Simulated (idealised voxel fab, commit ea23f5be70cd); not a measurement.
Process module, titled voxel wiring stack
The width of the displayed cross-section, cut, is 205 nm; its cells are square, with a size of 5 nm.
Reading order for cross-sections: top band down to bottom band. Underlying form: a grid of square cells. Band size: one or more rows of cells. Band: top and bottom heights (nm) first, top before bottom; then materials from left to right, widths in nm. "throughout" marks a sole material filling the band edge to edge. "air" denotes empty space. Heights from 0 (as-received wafer is one material below). Bottom band endless downward, as "0 -> down". Think of "30 to 40" as a width that walks from the first number to the second as you go down the band, top row to bottom row, taking equal-sized steps from row to row. When a step is marked "nothing got changed", none of the cells in the cross-section changed during that step. Empty spaces without an open route to the top, at least 8 cells in extent, make up the entry "Voids, enclosed"; each is given as width x height at distance, where the distance is measured from the left edge, and all are in nm. Whatever follows a step's settings on its line is a remark the simulator itself makes about that step. Steps that use a mask can have "overlay nm" on their line. It says how far the mask sat to the right of where it was meant to be. Negative means to the left.

-- Below is the list of planned process steps
| 1 | RECEIVE with material Si |
| 2 | CONFORMAL_DEP with material SiO2, thk nm 10 |
| 3 | DIRECTIONAL_DEP with material TiN, thk nm 5 |
| 4 | DIRECTIONAL_DEP with material Ru, thk nm 15 |
| 5 | MASKED_ETCH with tone cover, mask id METAL_1, width nm 25, pitch nm 45, etch materials Ru, depth nm 15, overlay nm 0 |
| 6 | MASKED_ETCH with tone cover, mask id METAL_1, width nm 25, pitch nm 45, etch materials TiN, depth nm 5, overlay nm 0 |
| 7 | FILL_DEP with material lowk, thk nm 5 |
| 8 | CMP with height nm 30 |
| 9 | CONFORMAL_DEP with material SiCN, thk nm 5 |
| 10 | DIRECTIONAL_DEP with material lowk, thk nm 35 |
| 11 | DIRECTIONAL_DEP with material aC, thk nm 15 |
| 12 | PATTERN with tone open, mask id METAL_2_HOLES, material resist, width nm 15, pitch nm 45, thk nm 30, overlay nm 0 |
| 13 | DIRECTIONAL_ETCH with etch materials aC, depth nm 15 |
| 14 | STRIP with etch materials resist |
| 15 | DIRECTIONAL_ETCH with etch materials lowk, depth nm 35 |
| 16 | STRIP with etch materials aC |
| 17 | PATTERN with tone open, mask id METAL_2, material resist, width nm 25, pitch nm 45, thk nm 20, overlay nm 0 |
| 18 | DIRECTIONAL_ETCH with etch materials lowk, depth nm 20 |
| 19 | DIRECTIONAL_ETCH with etch materials SiCN, depth nm 5 |
| 20 | STRIP with etch materials resist |
| 21 | CONFORMAL_DEP with material TiN, thk nm 5 |
| 22 | FILL_DEP with material Cu, thk nm 5 |
| 23 | CMP with height nm 70 |
| 24 | CONFORMAL_DEP with material SiCN, thk nm 5 |
| 25 | DIRECTIONAL_DEP with material lowk, thk nm 20 |
| 26 | PATTERN with tone open, mask id PLUG_2, material resist, width nm 15, pitch nm 90, thk nm 15, overlay nm 0 |
| 27 | DIRECTIONAL_ETCH with etch materials lowk, depth nm 20 |
| 28 | DIRECTIONAL_ETCH with etch materials SiCN, depth nm 5 |
| 29 | STRIP with etch materials resist |
| 30 | CONFORMAL_DEP with material TiN, thk nm 5 |
| 31 | FILL_DEP with material W, thk nm 10 |
| 32 | CMP with height nm 95 |
| 33 | DIRECTIONAL_DEP with material TiN, thk nm 5 |
| 34 | DIRECTIONAL_DEP with material W, thk nm 15 |
| 35 | MASKED_ETCH with tone cover, mask id METAL_3, width nm 25, pitch nm 45, etch materials W, depth nm 15, overlay nm 0 |
| 36 | MASKED_ETCH with tone cover, mask id METAL_3, width nm 25, pitch nm 45, etch materials TiN, depth nm 5, overlay nm 0 |
| 37 | CONFORMAL_DEP with material SiN, thk nm 5 |
| 38 | FILL_DEP with material SiO2, thk nm 5 |
| 39 | CMP with height nm 115 |
| 40 | CONFORMAL_DEP with material SiCN, thk nm 5 |

-- Shown in cross-section is the wafer as received, that is, as it stands after step 1
  0 -> down  Si throughout
  Voids, enclosed: none

-- Post-module cross-section: identical start and plan to those above, one misstep in execution
  120 -> 115  SiCN throughout
  115 -> 100  SiO2: 15, SiN: 5, W: 25, SiN: 5, SiO2: 10, SiN: 5, W: 25, SiN: 5, SiO2: 10, SiN: 5, W: 25, SiN: 5, SiO2: 10, SiN: 5, W: 25, SiN: 5, SiO2: 20
  100 -> 95  SiN: 20, TiN: 25, SiN: 20, TiN: 25, SiN: 20, TiN: 25, SiN: 20, TiN: 25, SiN: 25
  95 -> 75  lowk: 20, TiN: 5, W: 5, TiN: 5, lowk: 75, TiN: 5, W: 5, TiN: 5, lowk: 80
  75 -> 70  SiCN: 20, TiN: 15, SiCN: 75, TiN: 15, SiCN: 80
  70 -> 55  lowk: 20, TiN: 5, Cu: 20, TiN: 5, lowk: 15, TiN: 5, Cu: 20, TiN: 5, lowk: 15, TiN: 5, Cu: 20, TiN: 5, lowk: 15, TiN: 5, Cu: 20, TiN: 5, lowk: 20
  55 -> 50  lowk: 20, TiN: 5, Cu: 5, TiN: 20, lowk: 15, TiN: 5, Cu: 5, TiN: 20, lowk: 15, TiN: 5, Cu: 5, TiN: 20, lowk: 15, TiN: 5, Cu: 5, TiN: 20, lowk: 20
  50 -> 40  lowk: 20, TiN: 5, Cu: 5, TiN: 5, lowk: 30, TiN: 5, Cu: 5, TiN: 5, lowk: 30, TiN: 5, Cu: 5, TiN: 5, lowk: 30, TiN: 5, Cu: 5, TiN: 5, lowk: 35
  40 -> 35  lowk: 20, TiN: 15, lowk: 30, TiN: 15, lowk: 30, TiN: 15, lowk: 30, TiN: 15, lowk: 35
  35 -> 30  SiCN: 25, TiN: 10, SiCN: 35, TiN: 10, SiCN: 35, TiN: 10, SiCN: 35, TiN: 10, SiCN: 35
  30 -> 15  lowk: 20, Ru: 25, lowk: 20, Ru: 25, lowk: 20, Ru: 25, lowk: 20, Ru: 25, lowk: 25
  15 -> 10  lowk: 20, TiN: 25, lowk: 20, TiN: 25, lowk: 20, TiN: 25, lowk: 20, TiN: 25, lowk: 25
  10 -> 0  SiO2 throughout
  0 -> down  Si throughout
  Voids, enclosed: none
Finding, execution versus plan: heads up, step 17 didn't go per plan, it actually ran as PATTERN with tone open, mask id METAL_2, material resist, width nm 25, pitch nm 45, thk nm 20, overlay nm 5
